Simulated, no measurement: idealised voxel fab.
Process module name: voxel self aligned contacts
Square cells of 5 nm make up the cross-section cut, whose width is 210 nm.
Cross-section = grid of square cells, listed top down in bands; band = one or more rows.
It is stipulated that each band's entry specify, in nanometres, the height of the top of the band and then that of its bottom, followed by the materials of the band in left-to-right sequence, each together with its width in nanometres. A single material marked by the word "throughout" is understood to fill the band from edge to edge; the word "empty" is understood to denote empty space.
Heights are reckoned from 0. Under this level, the received wafer is all of one material. The bottommost band is open-ended downward, for example "0 nm and below".
Quick explanation for "30..40": the width changes in equal steps down the rows of cells, from the first number in the band's top row to the second number in its bottom row.
Reading "no change" for a step: not a cell of the cross-section changed in it.
Any empty space of 8 cells or more lacking an open way to the top shows up in "Enclosed internal voids" as width x height at distance, distance from the left edge, in nm.
What comes after the settings on a step's line is commentary from the simulator itself on that step.
A step's line can hold "overlay nm"; with a mask on that step, the setting says how far right of the planned place the mask lay, while a negative setting says it lay to the left.

### plan
1. RECEIVE [material Si]
2. CONFORMAL_DEP [material SiO2] [thk nm 5]
3. DIRECTIONAL_DEP [material polySi] [thk nm 20]
4. DIRECTIONAL_DEP [material SiN] [thk nm 25]
5. PATTERN [tone cover] [mask id GATE] [material resist] [width nm 25] [pitch nm 65] [thk nm 20] [overlay nm 0]
6. DIRECTIONAL_ETCH [etch materials SiN] [depth nm 25]
7. DIRECTIONAL_ETCH [etch materials polySi] [depth nm 20]
8. STRIP [etch materials resist]
9. CONFORMAL_DEP [material SiN] [thk nm 10]
10. DIRECTIONAL_ETCH [etch materials SiN] [depth nm 10]
11. FILL_DEP [material SiO2] [thk nm 15]
12. CMP [height nm 60]
13. PATTERN [tone open] [mask id CONTACT] [material resist] [width nm 50] [thk nm 20] [overlay nm 0]
14. DIRECTIONAL_ETCH [etch materials SiO2] [depth nm 60]
15. STRIP [etch materials resist]
16. CONFORMAL_DEP [material TiN] [thk nm 5]
17. FILL_DEP [material W] [thk nm 10]
18. CMP [height nm 60]
19. CONFORMAL_DEP [material SiCN] [thk nm 5]

### As-received state of the wafer in cross-section, equivalent to post-step 1
0 nm and below  Si throughout
Enclosed internal voids: none

### first wafer at the end, as planned
65 nm to 60 nm  SiCN throughout
60 nm to 50 nm  80 of SiO2 | 5..20 of TiN | 40..10 of W | 5..20 of TiN | 80 of SiO2
50 nm to 25 nm  50 of SiO2 | 45 of SiN | 5 of TiN | 10 of W | 5 of TiN | 45 of SiN | 50 of SiO2
25 nm to 5 nm  50 of SiO2 | 10 of SiN | 25 of polySi | 10 of SiN | 5 of TiN | 10 of W | 5 of TiN | 10 of SiN | 25 of polySi | 10 of SiN | 50 of SiO2
5 nm to 0 nm  95 of SiO2 | 20 of TiN | 95 of SiO2
0 nm and below  Si throughout
Enclosed internal voids: none

### Presented here is a cross-section of the second of the two wafers as it stood at the end of the module. It was started in the same manner and assigned the same plan as the first wafer; however, one mistake was made in its execution
65 nm to 60 nm  SiCN throughout
60 nm to 55 nm  80 of SiO2 | 5 of TiN | 40 of W | 5 of TiN | 80 of SiO2
55 nm to 50 nm  80 of SiO2 | 50 of TiN | 80 of SiO2
50 nm to 25 nm  70 of SiN | 5 of SiO2 | 60 of SiN | 5 of SiO2 | 70 of SiN
25 nm to 5 nm  60 of polySi | 10 of SiN | 5 of SiO2 | 10 of SiN | 40 of polySi | 10 of SiN | 5 of SiO2 | 10 of SiN | 60 of polySi
5 nm to 0 nm  SiO2 throughout
0 nm and below  Si throughout
Enclosed internal voids: none
what went wrong: step 5 off recipe, ran as PATTERN [tone open] [mask id GATE] [material resist] [width nm 25] [pitch nm 65] [thk nm 20] [overlay nm 0]
Looking at both finished wafers in cells, the second ends up ahead of or behind the first on some materials: SiN +110, SiO2 -158, TiN -20, W -20, polySi +88
